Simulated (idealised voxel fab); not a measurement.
The following process module bears the name voxel released beams.
Cross-sectional view cut (width: 195 nm; square cell size: 5 nm).
A cross-section in this document is a grid of square cells, and it is written down as bands, the top band listed before the ones below it; a band is made up of one or more rows of cells. Each band's line starts with the height of the band's top and of its bottom, in nm. Then come its materials from left to right, each with its width in nm. One material with "edge to edge" fills the band from edge to edge. "air" is empty space. For the purposes of this specification, 0 denotes the height below which the wafer in its as-received condition is composed wholly of one material, and the lowermost band, lacking a lower limit, extends downward without end, as expressed in "z 0 and below". Note: "30 to 40" means the width goes from the first number (top row of the band) to the second number (bottom row) in equal steps per row of cells. Key: "stayed the same" - step with no changed cell in the cross-section. Empty spaces counting at least 8 cells and having no open way to the top are listed in "Sealed void list". The notation width x height at distance is used for each, the distance being from the left edge and all three values in nm. Past the settings on a step's line: simulator remark, on that step. The optional step-line setting "overlay nm" applies to steps with a mask and quantifies how far to the right of its planned location the mask lay, a negative value indicating leftward placement.

PLAN
1) RECEIVE (material Si)
2) CONFORMAL_DEP (material Al2O3; thk nm 10)
3) DIRECTIONAL_DEP (material SiO2; thk nm 20)
4) MASKED_ETCH (tone open; mask id ANCHOR; width nm 35; etch materials SiO2; depth nm 20; overlay nm 0)
5) CONFORMAL_DEP (material SiN; thk nm 15)
6) PATTERN (tone cover; mask id BEAM; material resist; width nm 100; thk nm 15; overlay nm 0)
7) DIRECTIONAL_ETCH (etch materials SiN; depth nm 15)
8) STRIP (etch materials resist)
9) STRIP (etch materials SiO2)

FIRST OUT OF TWO WAFERS; RUN WENT TO PLAN

AS RECEIVED, AFTER STEP 1
  z 0 and below = Si edge to edge
  Sealed void list: none

THE WAFER IN CROSS-SECTION ONCE STEP 2 IS COMPLETE
  z 10 to 0 = Al2O3 edge to edge
  Below a height of 0, the structure has not been altered.

THE WAFER IN CROSS-SECTION ONCE STEP 3 IS COMPLETE
  z 30 to 10 = SiO2 edge to edge
  Below a height of 10, the structure has not been altered.

THE WAFER IN CROSS-SECTION ONCE STEP 4 IS COMPLETE
  z 30 to 10 = 50 of SiO2; 35 of air; 110 of SiO2
  Below a height of 10, the structure has not been altered.

THE WAFER IN CROSS-SECTION ONCE STEP 5 IS COMPLETE
  z 45 to 30 = 65 of SiN; 5 of air; 125 of SiN
  z 30 to 25 = 50 of SiO2; 15 of SiN; 5 of air; 15 of SiN; 110 of SiO2
  z 25 to 10 = 50 of SiO2; 35 of SiN; 110 of SiO2
  Below a height of 10, the structure has not been altered.

THE WAFER IN CROSS-SECTION ONCE STEP 6 IS COMPLETE
  z 60 to 45 = 45 of air; 100 of resist; 50 of air
  z 45 to 30 = 65 of SiN; 5 of resist; 125 of SiN
  z 30 to 25 = 50 of SiO2; 15 of SiN; 5 of resist; 15 of SiN; 110 of SiO2
  Below a height of 25, the structure has not been altered.

THE WAFER IN CROSS-SECTION ONCE STEP 7 IS COMPLETE
  z 60 to 45 = 45 of air; 100 of resist; 50 of air
  z 45 to 30 = 45 of air; 20 of SiN; 5 of resist; 75 of SiN; 50 of air
  Below a height of 30, the structure has not been altered.

THE WAFER IN CROSS-SECTION ONCE STEP 8 IS COMPLETE
  z 45 to 30 = 45 of air; 20 of SiN; 5 of air; 75 of SiN; 50 of air
  z 30 to 25 = 50 of SiO2; 15 of SiN; 5 of air; 15 of SiN; 110 of SiO2
  Below a height of 25, the structure has not been altered.

THE WAFER IN CROSS-SECTION ONCE STEP 9 IS COMPLETE
  z 45 to 30 = 45 of air; 20 of SiN; 5 of air; 75 of SiN; 50 of air
  z 30 to 25 = 50 of air; 15 of SiN; 5 of air; 15 of SiN; 110 of air
  z 25 to 10 = 50 of air; 35 of SiN; 110 of air
  Below a height of 10, the structure has not been altered.

THE SECOND WAFER: IDENTICAL TO THE FIRST AT THE OUTSET AND IN ITS PLANNED SEQUENCE, DIFFERING ONLY IN THAT ONE MISTAKE WAS MADE DURING PROCESSING; UP TO AND INCLUDING STEP 3, ITS PATH IS THE FIRST WAFER'S PATH

CROSS-SECTIONAL VIEW OF THE SECOND WAFER AT THE INTENDED END TIME OF PROCESS STEP 4
  z 30 to 10 = 45 of SiO2; 35 of air; 115 of SiO2
  Below a height of 10, the structure has not been altered.

CROSS-SECTIONAL VIEW OF THE SECOND WAFER AT THE INTENDED END TIME OF PROCESS STEP 5
  z 45 to 30 = 60 of SiN; 5 of air; 130 of SiN
  z 30 to 25 = 45 of SiO2; 15 of SiN; 5 of air; 15 of SiN; 115 of SiO2
  z 25 to 10 = 45 of SiO2; 35 of SiN; 115 of SiO2
  Below a height of 10, the structure has not been altered.

CROSS-SECTIONAL VIEW OF THE SECOND WAFER AT THE INTENDED END TIME OF PROCESS STEP 6
  z 60 to 45 = 45 of air; 100 of resist; 50 of air
  z 45 to 30 = 60 of SiN; 5 of resist; 130 of SiN
  z 30 to 25 = 45 of SiO2; 15 of SiN; 5 of resist; 15 of SiN; 115 of SiO2
  Below a height of 25, the structure has not been altered.

CROSS-SECTIONAL VIEW OF THE SECOND WAFER AT THE INTENDED END TIME OF PROCESS STEP 7
  z 60 to 45 = 45 of air; 100 of resist; 50 of air
  z 45 to 30 = 45 of air; 15 of SiN; 5 of resist; 80 of SiN; 50 of air
  Below a height of 30, the structure has not been altered.

CROSS-SECTIONAL VIEW OF THE SECOND WAFER AT THE INTENDED END TIME OF PROCESS STEP 8
  z 45 to 30 = 45 of air; 15 of SiN; 5 of air; 80 of SiN; 50 of air
  z 30 to 25 = 45 of SiO2; 15 of SiN; 5 of air; 15 of SiN; 115 of SiO2
  Below a height of 25, the structure has not been altered.

CROSS-SECTIONAL VIEW OF THE SECOND WAFER AT THE INTENDED END TIME OF PROCESS STEP 9
  z 45 to 30 = 45 of air; 15 of SiN; 5 of air; 80 of SiN; 50 of air
  z 30 to 25 = 45 of air; 15 of SiN; 5 of air; 15 of SiN; 115 of air
  z 25 to 10 = 45 of air; 35 of SiN; 115 of air
  Below a height of 10, the structure has not been altered.
Error vs. plan: rather than as planned, step 4 actually ran as MASKED_ETCH (tone open; mask id ANCHOR; width nm 35; etch materials SiO2; depth nm 20; overlay nm -5)
Both wafers, final: cells per material equal; arrangement not.
